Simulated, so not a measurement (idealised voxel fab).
Title: Process Module voxel wiring stack
It is cross-section cut that appears here, measuring 265 nm in width, its square cells being 5 nm in size.
Cross-section format: a grid of square cells, given as bands from top to bottom; each band is one or more rows of cells.
For a band, the entry starts with two heights in nm, that of the top and then that of the bottom, and carries on with the band's materials in order from left to right, each alongside its width in nm; the word "all across" beside a single material means it fills the band edge to edge, and "empty" means empty space.
Height is counted from the level 0, under which the received wafer is composed throughout of one material. The lowest of the bands is not closed at the bottom but continues downward, in the notation "from 0 down".
Width: "30->40" (first number = top row, second number = bottom row, same change from row to row of cells).
A step reported as "no modification" is a step in which no cell of the cross-section changed.
Look at "Enclosed cavity list" for the closed voids: empty spaces with no open path to the top, sized 8 cells or up. Each is width x height at distance, distance from the left edge, all nm.
Read whatever lies past the settings on a step's line as the simulator's own remark about the step.
If you see "overlay nm" on a step's line and that step has a mask, it's telling you how far right of where it was planned the mask ended up; a negative number means it went left instead.

INTENDED PROCESS STEPS
- 1: RECEIVE: material Si
- 2: CONFORMAL_DEP: material SiO2, thk nm 10
- 3: CONFORMAL_DEP: material SiN, thk nm 5
- 4: DIRECTIONAL_DEP: material SiO2, thk nm 15
- 5: DIRECTIONAL_DEP: material aC, thk nm 10
- 6: PATTERN: tone open, mask id METAL_1, material resist, width nm 20, pitch nm 45, thk nm 25, overlay nm 0
- 7: DIRECTIONAL_ETCH: etch materials aC, depth nm 10
- 8: STRIP: etch materials resist
- 9: DIRECTIONAL_ETCH: etch materials SiO2, depth nm 15
- 10: DIRECTIONAL_ETCH: etch materials SiN, depth nm 5
- 11: STRIP: etch materials aC
- 12: CONFORMAL_DEP: material TiN, thk nm 5
- 13: FILL_DEP: material W, thk nm 10
- 14: CMP: height nm 30
- 15: CONFORMAL_DEP: material SiCN, thk nm 5
- 16: DIRECTIONAL_DEP: material SiO2, thk nm 35
- 17: DIRECTIONAL_DEP: material aC, thk nm 10
- 18: PATTERN: tone open, mask id METAL_2_HOLES, material resist, width nm 15, pitch nm 90, thk nm 30, overlay nm 0
- 19: DIRECTIONAL_ETCH: etch materials aC, depth nm 10
- 20: STRIP: etch materials resist
- 21: DIRECTIONAL_ETCH: etch materials SiO2, depth nm 35
- 22: STRIP: etch materials aC
- 23: MASKED_ETCH: tone open, mask id METAL_2, width nm 20, pitch nm 45, etch materials SiO2, depth nm 20, overlay nm 0
- 24: MASKED_ETCH: tone open, mask id METAL_2, width nm 20, pitch nm 45, etch materials SiCN, depth nm 5, overlay nm 0
- 25: CONFORMAL_DEP: material TiN, thk nm 5
- 26: FILL_DEP: material Cu, thk nm 10
- 27: CMP: height nm 70
- 28: CONFORMAL_DEP: material SiCN, thk nm 5
- 29: DIRECTIONAL_DEP: material lowk, thk nm 25
- 30: PATTERN: tone open, mask id METAL_3, material resist, width nm 20, pitch nm 45, thk nm 20, overlay nm 0
- 31: DIRECTIONAL_ETCH: etch materials lowk, depth nm 15
- 32: STRIP: etch materials resist
- 33: MASKED_ETCH: tone open, mask id METAL_3_HOLES, width nm 15, pitch nm 45, etch materials lowk, depth nm 10, overlay nm 0
- 34: MASKED_ETCH: tone open, mask id METAL_3_HOLES, width nm 15, pitch nm 45, etch materials SiCN, depth nm 5, overlay nm 0
- 35: CONFORMAL_DEP: material TiN, thk nm 5
- 36: FILL_DEP: material Cu, thk nm 10
- 37: CMP: height nm 100
- 38: CONFORMAL_DEP: material SiCN, thk nm 5
- 39: DIRECTIONAL_DEP: material lowk, thk nm 25
- 40: MASKED_ETCH: tone open, mask id METAL_4_HOLES, width nm 15, pitch nm 45, etch materials lowk, depth nm 25, overlay nm 0
- 41: MASKED_ETCH: tone open, mask id METAL_4, width nm 20, pitch nm 45, etch materials lowk, depth nm 15, overlay nm 0
- 42: MASKED_ETCH: tone open, mask id METAL_4, width nm 20, pitch nm 45, etch materials SiCN, depth nm 5, overlay nm 0
- 43: CONFORMAL_DEP: material TiN, thk nm 5
- 44: FILL_DEP: material Ru, thk nm 10
- 45: CMP: height nm 130
- 46: CONFORMAL_DEP: material SiCN, thk nm 5

CROSS-SECTION OF THE INCOMING WAFER, STATE AFTER STEP 1
from 0 down  Si all across
Enclosed cavity list: none

THE CROSS-SECTION SHOWN CORRESPONDS TO THE WAFER AT THE CONCLUSION OF THE MODULE. THE INITIAL STRUCTURE AND THE PROCESS PLAN ARE THOSE PRESENTED ABOVE; HOWEVER, ONE MISTAKE OCCURRED IN EXECUTING THE PLAN
from 135 to 130  SiCN all across
from 130 to 120  lowk=55, TiN=5, Ru=10, TiN=5, lowk=25, TiN=5, Ru=10, TiN=5, lowk=25, TiN=5, Ru=10, TiN=5, lowk=25, TiN=5, Ru=10, TiN=5, lowk=55
from 120 to 115  lowk=55, TiN=5, Ru=5, TiN=10, lowk=25, TiN=5, Ru=5, TiN=10, lowk=25, TiN=5, Ru=5, TiN=10, lowk=25, TiN=5, Ru=5, TiN=10, lowk=55
from 115 to 105  lowk=55, TiN=5, Ru=5, TiN=5, lowk=30, TiN=5, Ru=5, TiN=5, lowk=30, TiN=5, Ru=5, TiN=5, lowk=30, TiN=5, Ru=5, TiN=5, lowk=60
from 105 to 100  SiCN=55, TiN=15, SiCN=30, TiN=15, SiCN=30, TiN=15, SiCN=30, TiN=15, SiCN=60
from 100 to 75  lowk all across
from 75 to 70  SiCN all across
from 70 to 55  SiO2=55, TiN=5, Cu=10, TiN=5, SiO2=25, TiN=5, Cu=10, TiN=5, SiO2=25, TiN=5, Cu=10, TiN=5, SiO2=25, TiN=5, Cu=10, TiN=5, SiO2=55
from 55 to 50  SiO2=55, TiN=5, Cu=5, TiN=10, SiO2=25, TiN=20, SiO2=25, TiN=5, Cu=5, TiN=10, SiO2=25, TiN=20, SiO2=55
from 50 to 35  SiO2=55, TiN=5, Cu=5, TiN=5, SiO2=75, TiN=5, Cu=5, TiN=5, SiO2=105
from 35 to 30  SiCN=55, TiN=15, SiCN=75, TiN=15, SiCN=105
from 30 to 15  SiO2=55, TiN=5, W=10, TiN=5, SiO2=25, TiN=5, W=10, TiN=5, SiO2=25, TiN=5, W=10, TiN=5, SiO2=25, TiN=5, W=10, TiN=5, SiO2=55
from 15 to 10  SiN=55, TiN=20, SiN=25, TiN=20, SiN=25, TiN=20, SiN=25, TiN=20, SiN=55
from 10 to 0  SiO2 all across
from 0 down  Si all across
Enclosed cavity list: none
Here's what went sideways: the plan had its step 29 run twice
